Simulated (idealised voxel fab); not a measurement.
This section sets out a process module, namely voxel gate over fins.
This is section cut - it's 220 nm across, gridded in 5 nm square cells.
Cross-section, as written here: a square-cell grid given band by band from the top down, where a band holds one or more rows of cells. Quick guide to a band line: top height, bottom height (nm) up front; then every material left to right with its width in nm. Only one material and it's marked "edge to edge"? Then it fills the band edge to edge. And "empty" just means empty space. Heights are reckoned from 0. Under this level, the received wafer is all of one material. The bottommost band is open-ended downward, for example "top 0, no bottom". You'd read "30->40" like this: the band's top row of cells is as wide as the first number, its bottom row is as wide as the second, and going down, every row changes width by the same amount as the row before did. "no modification" -> step changed no cross-section cell. Voids not open to the top, 8 cells minimum: see "Enclosed internal voids". Written width x height at distance; distance is from the left edge; nm. If you see something after the settings on a step's line, that's the simulator's own remark about that step. "overlay nm" on a masked step: distance the mask lay right of its planned place, negative for left.
## Process steps (planned)
step 1: RECEIVE (material Si)
step 2: CONFORMAL_DEP (material SiN; thk nm 10)
step 3: PATTERN (tone cover; mask id FINS; material resist; width nm 15; pitch nm 50; thk nm 20; overlay nm 0)
step 4: DIRECTIONAL_ETCH (etch materials SiN; depth nm 10)
step 5: DIRECTIONAL_ETCH (etch materials Si; depth nm 40)
step 6: STRIP (etch materials resist)
step 7: OXIDIZE (depth nm 5)
step 8: FILL_DEP (material SiO2; thk nm 5)
step 9: CMP (height nm 10)
step 10: DIRECTIONAL_DEP (material aC; thk nm 10)
step 11: PATTERN (tone open; mask id RAIL; material resist; width nm 15; thk nm 25; overlay nm 0)
step 12: DIRECTIONAL_ETCH (etch materials aC; depth nm 10)
step 13: STRIP (etch materials resist)
step 14: DIRECTIONAL_ETCH (etch materials SiO2; depth nm 45)
step 15: STRIP (etch materials aC)
step 16: CONFORMAL_DEP (material TiN; thk nm 5)
step 17: FILL_DEP (material W; thk nm 10)
step 18: CMP (height nm 10)
step 19: SELECTIVE_ETCH (etch materials W Ru TiN; depth nm 30)
step 20: FILL_DEP (material SiO2; thk nm 5)
step 21: CMP (height nm 10)
step 22: SELECTIVE_ETCH (etch materials SiO2; depth nm 20)
step 23: STRIP (etch materials SiN)
step 24: CONFORMAL_DEP (material HfO2; thk nm 5)
step 25: CONFORMAL_DEP (material TiN; thk nm 5)
step 26: FILL_DEP (material W; thk nm 15)
step 27: CMP (height nm 20)
step 28: CONFORMAL_DEP (material SiCN; thk nm 5)
## Run as planned: first of two wafers
## as received, after step 1
  top 0, no bottom: Si edge to edge
  Enclosed internal voids: none
## Wafer section view after processing step 2
  top 10, bottom 0: SiN edge to edge
  No changes below 0.
## Wafer section view after processing step 3
  top 30, bottom 10: 25 nm empty | 15 nm resist | 35 nm empty | 15 nm resist | 35 nm empty | 15 nm resist | 35 nm empty | 15 nm resist | 30 nm empty
  No changes below 10.
## Wafer section view after processing step 4
  top 30, bottom 10: 25 nm empty | 15 nm resist | 35 nm empty | 15 nm resist | 35 nm empty | 15 nm resist | 35 nm empty | 15 nm resist | 30 nm empty
  top 10, bottom 0: 25 nm empty | 15 nm SiN | 35 nm empty | 15 nm SiN | 35 nm empty | 15 nm SiN | 35 nm empty | 15 nm SiN | 30 nm empty
  No changes below 0.
## Wafer section view after processing step 5
  top 30, bottom 10: 25 nm empty | 15 nm resist | 35 nm empty | 15 nm resist | 35 nm empty | 15 nm resist | 35 nm empty | 15 nm resist | 30 nm empty
  top 10, bottom 0: 25 nm empty | 15 nm SiN | 35 nm empty | 15 nm SiN | 35 nm empty | 15 nm SiN | 35 nm empty | 15 nm SiN | 30 nm empty
  top 0, bottom -40: 25 nm empty | 15 nm Si | 35 nm empty | 15 nm Si | 35 nm empty | 15 nm Si | 35 nm empty | 15 nm Si | 30 nm empty
  No changes below -40.
## Wafer section view after processing step 6
  top 10, bottom 0: 25 nm empty | 15 nm SiN | 35 nm empty | 15 nm SiN | 35 nm empty | 15 nm SiN | 35 nm empty | 15 nm SiN | 30 nm empty
  No changes below 0.
## Wafer section view after processing step 7
  top 10, bottom 0: 25 nm empty | 15 nm SiN | 35 nm empty | 15 nm SiN | 35 nm empty | 15 nm SiN | 35 nm empty | 15 nm SiN | 30 nm empty
  top 0, bottom -40: 25 nm empty | 5 nm SiO2 | 5 nm Si | 5 nm SiO2 | 35 nm empty | 5 nm SiO2 | 5 nm Si | 5 nm SiO2 | 35 nm empty | 5 nm SiO2 | 5 nm Si | 5 nm SiO2 | 35 nm empty | 5 nm SiO2 | 5 nm Si | 5 nm SiO2 | 30 nm empty
  top -40, bottom -45: 30 nm SiO2 | 5 nm Si | 45 nm SiO2 | 5 nm Si | 45 nm SiO2 | 5 nm Si | 45 nm SiO2 | 5 nm Si | 35 nm SiO2
  No changes below -45.
## Wafer section view after processing step 8
  top 15, bottom 10: SiO2 edge to edge
  top 10, bottom 0: 25 nm SiO2 | 15 nm SiN | 35 nm SiO2 | 15 nm SiN | 35 nm SiO2 | 15 nm SiN | 35 nm SiO2 | 15 nm SiN | 30 nm SiO2
  top 0, bottom -45: 30 nm SiO2 | 5 nm Si | 45 nm SiO2 | 5 nm Si | 45 nm SiO2 | 5 nm Si | 45 nm SiO2 | 5 nm Si | 35 nm SiO2
  No changes below -45.
## Wafer section view after processing step 9
  top 10, bottom 0: 25 nm SiO2 | 15 nm SiN | 35 nm SiO2 | 15 nm SiN | 35 nm SiO2 | 15 nm SiN | 35 nm SiO2 | 15 nm SiN | 30 nm SiO2
  No changes below 0.
## Wafer section view after processing step 10
  top 20, bottom 10: aC edge to edge
  No changes below 10.
## Wafer section view after processing step 11
  top 45, bottom 20: 50 nm resist | 15 nm empty | 155 nm resist
  No changes below 20.
## Wafer section view after processing step 12
  top 35, bottom 20: 50 nm resist | 15 nm empty | 155 nm resist
  top 20, bottom 10: 50 nm aC | 15 nm empty | 155 nm aC
  No changes below 10.
## Wafer section view after processing step 13
  top 20, bottom 10: 50 nm aC | 15 nm empty | 155 nm aC
  No changes below 10.
## Wafer section view after processing step 14
  top 20, bottom 10: 50 nm aC | 15 nm empty | 155 nm aC
  top 10, bottom 0: 25 nm SiO2 | 15 nm SiN | 10 nm SiO2 | 15 nm empty | 10 nm SiO2 | 15 nm SiN | 35 nm SiO2 | 15 nm SiN | 35 nm SiO2 | 15 nm SiN | 30 nm SiO2
  top 0, bottom -35: 30 nm SiO2 | 5 nm Si | 15 nm SiO2 | 15 nm empty | 15 nm SiO2 | 5 nm Si | 45 nm SiO2 | 5 nm Si | 45 nm SiO2 | 5 nm Si | 35 nm SiO2
  No changes below -35.
## Wafer section view after processing step 15
  top 10, bottom 0: 25 nm SiO2 | 15 nm SiN | 10 nm SiO2 | 15 nm empty | 10 nm SiO2 | 15 nm SiN | 35 nm SiO2 | 15 nm SiN | 35 nm SiO2 | 15 nm SiN | 30 nm SiO2
  No changes below 0.
## Wafer section view after processing step 16
  top 15, bottom 10: 55 nm TiN | 5 nm empty | 160 nm TiN
  top 10, bottom 0: 25 nm SiO2 | 15 nm SiN | 10 nm SiO2 | 5 nm TiN | 5 nm empty | 5 nm TiN | 10 nm SiO2 | 15 nm SiN | 35 nm SiO2 | 15 nm SiN | 35 nm SiO2 | 15 nm SiN | 30 nm SiO2
  top 0, bottom -30: 30 nm SiO2 | 5 nm Si | 15 nm SiO2 | 5 nm TiN | 5 nm empty | 5 nm TiN | 15 nm SiO2 | 5 nm Si | 45 nm SiO2 | 5 nm Si | 45 nm SiO2 | 5 nm Si | 35 nm SiO2
  top -30, bottom -35: 30 nm SiO2 | 5 nm Si | 15 nm SiO2 | 15 nm TiN | 15 nm SiO2 | 5 nm Si | 45 nm SiO2 | 5 nm Si | 45 nm SiO2 | 5 nm Si | 35 nm SiO2
  No changes below -35.
## Wafer section view after processing step 17
  top 25, bottom 15: W edge to edge
  top 15, bottom 10: 55 nm TiN | 5 nm W | 160 nm TiN
  top 10, bottom 0: 25 nm SiO2 | 15 nm SiN | 10 nm SiO2 | 5 nm TiN | 5 nm W | 5 nm TiN | 10 nm SiO2 | 15 nm SiN | 35 nm SiO2 | 15 nm SiN | 35 nm SiO2 | 15 nm SiN | 30 nm SiO2
  top 0, bottom -30: 30 nm SiO2 | 5 nm Si | 15 nm SiO2 | 5 nm TiN | 5 nm W | 5 nm TiN | 15 nm SiO2 | 5 nm Si | 45 nm SiO2 | 5 nm Si | 45 nm SiO2 | 5 nm Si | 35 nm SiO2
  No changes below -30.
## Wafer section view after processing step 18
  top 10, bottom 0: 25 nm SiO2 | 15 nm SiN | 10 nm SiO2 | 5 nm TiN | 5 nm W | 5 nm TiN | 10 nm SiO2 | 15 nm SiN | 35 nm SiO2 | 15 nm SiN | 35 nm SiO2 | 15 nm SiN | 30 nm SiO2
  No changes below 0.
## Wafer section view after processing step 19
  top 10, bottom 0: 25 nm SiO2 | 15 nm SiN | 10 nm SiO2 | 15 nm empty | 10 nm SiO2 | 15 nm SiN | 35 nm SiO2 | 15 nm SiN | 35 nm SiO2 | 15 nm SiN | 30 nm SiO2
  top 0, bottom -20: 30 nm SiO2 | 5 nm Si | 15 nm SiO2 | 15 nm empty | 15 nm SiO2 | 5 nm Si | 45 nm SiO2 | 5 nm Si | 45 nm SiO2 | 5 nm Si | 35 nm SiO2
  No changes below -20.
## Wafer section view after processing step 20
  top 15, bottom 10: SiO2 edge to edge
  top 10, bottom 0: 25 nm SiO2 | 15 nm SiN | 35 nm SiO2 | 15 nm SiN | 35 nm SiO2 | 15 nm SiN | 35 nm SiO2 | 15 nm SiN | 30 nm SiO2
  top 0, bottom -20: 30 nm SiO2 | 5 nm Si | 45 nm SiO2 | 5 nm Si | 45 nm SiO2 | 5 nm Si | 45 nm SiO2 | 5 nm Si | 35 nm SiO2
  No changes below -20.
## Wafer section view after processing step 21
  top 10, bottom 0: 25 nm SiO2 | 15 nm SiN | 35 nm SiO2 | 15 nm SiN | 35 nm SiO2 | 15 nm SiN | 35 nm SiO2 | 15 nm SiN | 30 nm SiO2
  No changes below 0.
## Wafer section view after processing step 22
  top 10, bottom 0: 25 nm empty | 15 nm SiN | 35 nm empty | 15 nm SiN | 35 nm empty | 15 nm SiN | 35 nm empty | 15 nm SiN | 30 nm empty
  top 0, bottom -10: 30 nm empty | 5 nm Si | 45 nm empty | 5 nm Si | 45 nm empty | 5 nm Si | 45 nm empty | 5 nm Si | 35 nm empty
  No changes below -10.
## Wafer section view after processing step 23
  top 0, bottom -10: 30 nm empty | 5 nm Si | 45 nm empty | 5 nm Si | 45 nm empty | 5 nm Si | 45 nm empty | 5 nm Si | 35 nm empty
  No changes below -10.
## Wafer section view after processing step 24
  top 5, bottom 0: 25 nm empty | 15 nm HfO2 | 35 nm empty | 15 nm HfO2 | 35 nm empty | 15 nm HfO2 | 35 nm empty | 15 nm HfO2 | 30 nm empty
  top 0, bottom -5: 25 nm empty | 5 nm HfO2 | 5 nm Si | 5 nm HfO2 | 35 nm empty | 5 nm HfO2 | 5 nm Si | 5 nm HfO2 | 35 nm empty | 5 nm HfO2 | 5 nm Si | 5 nm HfO2 | 35 nm empty | 5 nm HfO2 | 5 nm Si | 5 nm HfO2 | 30 nm empty
  top -5, bottom -10: 30 nm HfO2 | 5 nm Si | 45 nm HfO2 | 5 nm Si | 45 nm HfO2 | 5 nm Si | 45 nm HfO2 | 5 nm Si | 35 nm HfO2
  No changes below -10.
## Wafer section view after processing step 25
  top 10, bottom 5: 20 nm empty | 25 nm TiN | 25 nm empty | 25 nm TiN | 25 nm empty | 25 nm TiN | 25 nm empty | 25 nm TiN | 25 nm empty
  top 5, bottom 0: 20 nm empty | 5 nm TiN | 15 nm HfO2 | 5 nm TiN | 25 nm empty | 5 nm TiN | 15 nm HfO2 | 5 nm TiN | 25 nm empty | 5 nm TiN | 15 nm HfO2 | 5 nm TiN | 25 nm empty | 5 nm TiN | 15 nm HfO2 | 5 nm TiN | 25 nm empty
  top 0, bottom -5: 25 nm TiN | 5 nm HfO2 | 5 nm Si | 5 nm HfO2 | 35 nm TiN | 5 nm HfO2 | 5 nm Si | 5 nm HfO2 | 35 nm TiN | 5 nm HfO2 | 5 nm Si | 5 nm HfO2 | 35 nm TiN | 5 nm HfO2 | 5 nm Si | 5 nm HfO2 | 30 nm TiN
  No changes below -5.
## Wafer section view after processing step 26
  top 25, bottom 10: W edge to edge
  top 10, bottom 5: 20 nm W | 25 nm TiN | 25 nm W | 25 nm TiN | 25 nm W | 25 nm TiN | 25 nm W | 25 nm TiN | 25 nm W
  top 5, bottom 0: 20 nm W | 5 nm TiN | 15 nm HfO2 | 5 nm TiN | 25 nm W | 5 nm TiN | 15 nm HfO2 | 5 nm TiN | 25 nm W | 5 nm TiN | 15 nm HfO2 | 5 nm TiN | 25 nm W | 5 nm TiN | 15 nm HfO2 | 5 nm TiN | 25 nm W
  No changes below 0.
## Wafer section view after processing step 27
  top 20, bottom 10: W edge to edge
  No changes below 10.
## Wafer section view after processing step 28
  top 25, bottom 20: SiCN edge to edge
  No changes below 20.
## Wafer two: like wafer one in start and plan, but with one mistake in execution; identical up to and including step 13
## The second wafer in cross-section, at the planned close of step 14
  top 20, bottom 10: 50 nm aC | 15 nm empty | 155 nm aC
  top 10, bottom 0: 25 nm SiO2 | 15 nm SiN | 10 nm SiO2 | 15 nm empty | 10 nm SiO2 | 15 nm SiN | 35 nm SiO2 | 15 nm SiN | 35 nm SiO2 | 15 nm SiN | 30 nm SiO2
  top 0, bottom -25: 30 nm SiO2 | 5 nm Si | 15 nm SiO2 | 15 nm empty | 15 nm SiO2 | 5 nm Si | 45 nm SiO2 | 5 nm Si | 45 nm SiO2 | 5 nm Si | 35 nm SiO2
  No changes below -25.
## The second wafer in cross-section, at the planned close of step 15
  top 10, bottom 0: 25 nm SiO2 | 15 nm SiN | 10 nm SiO2 | 15 nm empty | 10 nm SiO2 | 15 nm SiN | 35 nm SiO2 | 15 nm SiN | 35 nm SiO2 | 15 nm SiN | 30 nm SiO2
  No changes below 0.
## The second wafer in cross-section, at the planned close of step 16
  top 15, bottom 10: 55 nm TiN | 5 nm empty | 160 nm TiN
  top 10, bottom 0: 25 nm SiO2 | 15 nm SiN | 10 nm SiO2 | 5 nm TiN | 5 nm empty | 5 nm TiN | 10 nm SiO2 | 15 nm SiN | 35 nm SiO2 | 15 nm SiN | 35 nm SiO2 | 15 nm SiN | 30 nm SiO2
  top 0, bottom -20: 30 nm SiO2 | 5 nm Si | 15 nm SiO2 | 5 nm TiN | 5 nm empty | 5 nm TiN | 15 nm SiO2 | 5 nm Si | 45 nm SiO2 | 5 nm Si | 45 nm SiO2 | 5 nm Si | 35 nm SiO2
  top -20, bottom -25: 30 nm SiO2 | 5 nm Si | 15 nm SiO2 | 15 nm TiN | 15 nm SiO2 | 5 nm Si | 45 nm SiO2 | 5 nm Si | 45 nm SiO2 | 5 nm Si | 35 nm SiO2
  No changes below -25.
## The second wafer in cross-section, at the planned close of step 17
  top 25, bottom 15: W edge to edge
  top 15, bottom 10: 55 nm TiN | 5 nm W | 160 nm TiN
  top 10, bottom 0: 25 nm SiO2 | 15 nm SiN | 10 nm SiO2 | 5 nm TiN | 5 nm W | 5 nm TiN | 10 nm SiO2 | 15 nm SiN | 35 nm SiO2 | 15 nm SiN | 35 nm SiO2 | 15 nm SiN | 30 nm SiO2
  top 0, bottom -20: 30 nm SiO2 | 5 nm Si | 15 nm SiO2 | 5 nm TiN | 5 nm W | 5 nm TiN | 15 nm SiO2 | 5 nm Si | 45 nm SiO2 | 5 nm Si | 45 nm SiO2 | 5 nm Si | 35 nm SiO2
  No changes below -20.
## The second wafer in cross-section, at the planned close of step 18
  top 10, bottom 0: 25 nm SiO2 | 15 nm SiN | 10 nm SiO2 | 5 nm TiN | 5 nm W | 5 nm TiN | 10 nm SiO2 | 15 nm SiN | 35 nm SiO2 | 15 nm SiN | 35 nm SiO2 | 15 nm SiN | 30 nm SiO2
  No changes below 0.
## The second wafer in cross-section, at the planned close of step 19
  top 10, bottom 0: 25 nm SiO2 | 15 nm SiN | 10 nm SiO2 | 15 nm empty | 10 nm SiO2 | 15 nm SiN | 35 nm SiO2 | 15 nm SiN | 35 nm SiO2 | 15 nm SiN | 30 nm SiO2
  top 0, bottom -20: 30 nm SiO2 | 5 nm Si | 15 nm SiO2 | 15 nm empty | 15 nm SiO2 | 5 nm Si | 45 nm SiO2 | 5 nm Si | 45 nm SiO2 | 5 nm Si | 35 nm SiO2
  No changes below -20.
## The second wafer in cross-section, at the planned close of step 20
  top 15, bottom 10: SiO2 edge to edge
  top 10, bottom 0: 25 nm SiO2 | 15 nm SiN | 35 nm SiO2 | 15 nm SiN | 35 nm SiO2 | 15 nm SiN | 35 nm SiO2 | 15 nm SiN | 30 nm SiO2
  top 0, bottom -20: 30 nm SiO2 | 5 nm Si | 45 nm SiO2 | 5 nm Si | 45 nm SiO2 | 5 nm Si | 45 nm SiO2 | 5 nm Si | 35 nm SiO2
  No changes below -20.
## The second wafer in cross-section, at the planned close of step 21
  top 10, bottom 0: 25 nm SiO2 | 15 nm SiN | 35 nm SiO2 | 15 nm SiN | 35 nm SiO2 | 15 nm SiN | 35 nm SiO2 | 15 nm SiN | 30 nm SiO2
  No changes below 0.
## The second wafer in cross-section, at the planned close of step 22
  top 10, bottom 0: 25 nm empty | 15 nm SiN | 35 nm empty | 15 nm SiN | 35 nm empty | 15 nm SiN | 35 nm empty | 15 nm SiN | 30 nm empty
  top 0, bottom -10: 30 nm empty | 5 nm Si | 45 nm empty | 5 nm Si | 45 nm empty | 5 nm Si | 45 nm empty | 5 nm Si | 35 nm empty
  No changes below -10.
## The second wafer in cross-section, at the planned close of step 23
  top 0, bottom -10: 30 nm empty | 5 nm Si | 45 nm empty | 5 nm Si | 45 nm empty | 5 nm Si | 45 nm empty | 5 nm Si | 35 nm empty
  No changes below -10.
## The second wafer in cross-section, at the planned close of step 24
  top 5, bottom 0: 25 nm empty | 15 nm HfO2 | 35 nm empty | 15 nm HfO2 | 35 nm empty | 15 nm HfO2 | 35 nm empty | 15 nm HfO2 | 30 nm empty
  top 0, bottom -5: 25 nm empty | 5 nm HfO2 | 5 nm Si | 5 nm HfO2 | 35 nm empty | 5 nm HfO2 | 5 nm Si | 5 nm HfO2 | 35 nm empty | 5 nm HfO2 | 5 nm Si | 5 nm HfO2 | 35 nm empty | 5 nm HfO2 | 5 nm Si | 5 nm HfO2 | 30 nm empty
  top -5, bottom -10: 30 nm HfO2 | 5 nm Si | 45 nm HfO2 | 5 nm Si | 45 nm HfO2 | 5 nm Si | 45 nm HfO2 | 5 nm Si | 35 nm HfO2
  No changes below -10.
## The second wafer in cross-section, at the planned close of step 25
  top 10, bottom 5: 20 nm empty | 25 nm TiN | 25 nm empty | 25 nm TiN | 25 nm empty | 25 nm TiN | 25 nm empty | 25 nm TiN | 25 nm empty
  top 5, bottom 0: 20 nm empty | 5 nm TiN | 15 nm HfO2 | 5 nm TiN | 25 nm empty | 5 nm TiN | 15 nm HfO2 | 5 nm TiN | 25 nm empty | 5 nm TiN | 15 nm HfO2 | 5 nm TiN | 25 nm empty | 5 nm TiN | 15 nm HfO2 | 5 nm TiN | 25 nm empty
  top 0, bottom -5: 25 nm TiN | 5 nm HfO2 | 5 nm Si | 5 nm HfO2 | 35 nm TiN | 5 nm HfO2 | 5 nm Si | 5 nm HfO2 | 35 nm TiN | 5 nm HfO2 | 5 nm Si | 5 nm HfO2 | 35 nm TiN | 5 nm HfO2 | 5 nm Si | 5 nm HfO2 | 30 nm TiN
  No changes below -5.
## The second wafer in cross-section, at the planned close of step 26
  top 25, bottom 10: W edge to edge
  top 10, bottom 5: 20 nm W | 25 nm TiN | 25 nm W | 25 nm TiN | 25 nm W | 25 nm TiN | 25 nm W | 25 nm TiN | 25 nm W
  top 5, bottom 0: 20 nm W | 5 nm TiN | 15 nm HfO2 | 5 nm TiN | 25 nm W | 5 nm TiN | 15 nm HfO2 | 5 nm TiN | 25 nm W | 5 nm TiN | 15 nm HfO2 | 5 nm TiN | 25 nm W | 5 nm TiN | 15 nm HfO2 | 5 nm TiN | 25 nm W
  No changes below 0.
## The second wafer in cross-section, at the planned close of step 27
  top 20, bottom 10: W edge to edge
  No changes below 10.
## The second wafer in cross-section, at the planned close of step 28
  top 25, bottom 20: SiCN edge to edge
  No changes below 20.
In executing the process, a mistake was made relative to the plan: step 14 changed vs plan, executed as DIRECTIONAL_ETCH (etch materials SiO2; depth nm 35)
Final cells, second wafer relative to first, materials higher or lower: SiO2: 6 more, TiN: 4 fewer, W: 2 fewer
